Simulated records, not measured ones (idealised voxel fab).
Presented below is a process module, voxel capacitor over wiring.
Cross-sectional view cut (width: 235 nm; square cell size: 5 nm).
Reading order for cross-sections: top band down to bottom band. Underlying form: a grid of square cells. Band size: one or more rows of cells.
Heights first: top, then bottom, in nm. Then materials, left to right, each with a width in nm. "all across" on a single material: fills the band edge to edge. "blank": empty space.
Measure heights from 0. That's the level where, below it, the as-received wafer is all one material. The lowest band is bottomless and extends downward; write it as in "z 0 and below".
With a width like "30->40", each row of cells in the band differs from the next by the same amount, the top row carrying the first number and the bottom row the second.
The cross-section has no changed cell in any step marked "no modification".
So "Enclosed void entries" is basically the list of trapped voids: any empty space of 8 cells or more that can't reach the top through an opening. They're written width x height at distance, the distance being from the left edge, and it's all nm.
after a step's settings: what the simulator itself notes on the step
overlay nm: step with mask; distance mask lay right of planned place; negative value = left of planned place.
Process steps (planned):
1. RECEIVE: material Si
2. CONFORMAL_DEP: material SiO2, thk nm 15
3. DIRECTIONAL_DEP: material TiN, thk nm 5
4. DIRECTIONAL_DEP: material W, thk nm 20
5. DIRECTIONAL_DEP: material aC, thk nm 15
6. PATTERN: tone cover, mask id METAL_1, material resist, width nm 25, pitch nm 85, thk nm 35, overlay nm 0
7. DIRECTIONAL_ETCH: etch materials aC, depth nm 15
8. STRIP: etch materials resist
9. DIRECTIONAL_ETCH: etch materials W, depth nm 20
10. DIRECTIONAL_ETCH: etch materials TiN, depth nm 5
11. STRIP: etch materials aC
12. FILL_DEP: material SiO2, thk nm 10
13. CMP: height nm 40
14. CONFORMAL_DEP: material SiCN, thk nm 5
15. DIRECTIONAL_DEP: material lowk, thk nm 15
16. MASKED_ETCH: tone open, mask id PLUG_1, width nm 15, etch materials lowk, depth nm 15, overlay nm 0
17. MASKED_ETCH: tone open, mask id PLUG_1, width nm 15, etch materials SiCN, depth nm 5, overlay nm 0
18. CONFORMAL_DEP: material TiN, thk nm 5
19. FILL_DEP: material Ru, thk nm 10
20. CMP: height nm 60
21. DIRECTIONAL_DEP: material TiN, thk nm 5
22. DIRECTIONAL_DEP: material SiN, thk nm 5
23. DIRECTIONAL_DEP: material TiN, thk nm 10
24. DIRECTIONAL_DEP: material aC, thk nm 10
25. PATTERN: tone cover, mask id UPPER_PLATE, material resist, width nm 65, thk nm 25, overlay nm 0
26. DIRECTIONAL_ETCH: etch materials aC, depth nm 10
27. STRIP: etch materials resist
28. DIRECTIONAL_ETCH: etch materials TiN, depth nm 10
29. DIRECTIONAL_ETCH: etch materials SiN, depth nm 5
30. STRIP: etch materials aC
31. DIRECTIONAL_DEP: material aC, thk nm 10
32. PATTERN: tone cover, mask id LOWER_PLATE, material resist, width nm 75, thk nm 30, overlay nm 0
33. DIRECTIONAL_ETCH: etch materials aC, depth nm 10
34. STRIP: etch materials resist
35. DIRECTIONAL_ETCH: etch materials TiN, depth nm 5
36. STRIP: etch materials aC
37. FILL_DEP: material SiO2, thk nm 15
38. CMP: height nm 90
39. PATTERN: tone open, mask id PLUG_2, material resist, width nm 15, thk nm 20, overlay nm 0
40. DIRECTIONAL_ETCH: etch materials SiO2, depth nm 10
41. STRIP: etch materials resist
42. CONFORMAL_DEP: material TiN, thk nm 5
43. FILL_DEP: material Cu, thk nm 5
44. CMP: height nm 90
45. CONFORMAL_DEP: material SiN, thk nm 5
Received-state cross-section, reflecting completion of step 1:
- z 0 and below  Si all across
- Enclosed void entries: none
Below is the wafer in cross-section after the module was completed. It began from the starting point shown above and followed the plan shown above, except that one mistake was made while running it:
- z 95 to 90  SiN all across
- z 90 to 85  SiO2 (80) | TiN (5) | Cu (5) | TiN (5) | SiO2 (140)
- z 85 to 80  SiO2 (80) | TiN (15) | SiO2 (140)
- z 80 to 70  SiO2 (70) | TiN (65) | SiO2 (100)
- z 70 to 65  SiO2 (70) | SiN (65) | SiO2 (100)
- z 65 to 60  SiO2 (65) | TiN (80) | SiO2 (90)
- z 60 to 45  lowk (70) | TiN (5) | Ru (5) | TiN (5) | lowk (150)
- z 45 to 40  SiCN (70) | TiN (15) | SiCN (150)
- z 40 to 20  SiO2 (60) | W (25) | SiO2 (60) | W (25) | SiO2 (65)
- z 20 to 15  SiO2 (60) | TiN (25) | SiO2 (60) | TiN (25) | SiO2 (65)
- z 15 to 0  SiO2 all across
- z 0 and below  Si all across
- Enclosed void entries: none
Heads up, the wafer didn't run the way we planned it: step 32 ran as: PATTERN: tone cover, mask id LOWER_PLATE, material resist, width nm 80, thk nm 30, overlay nm 0
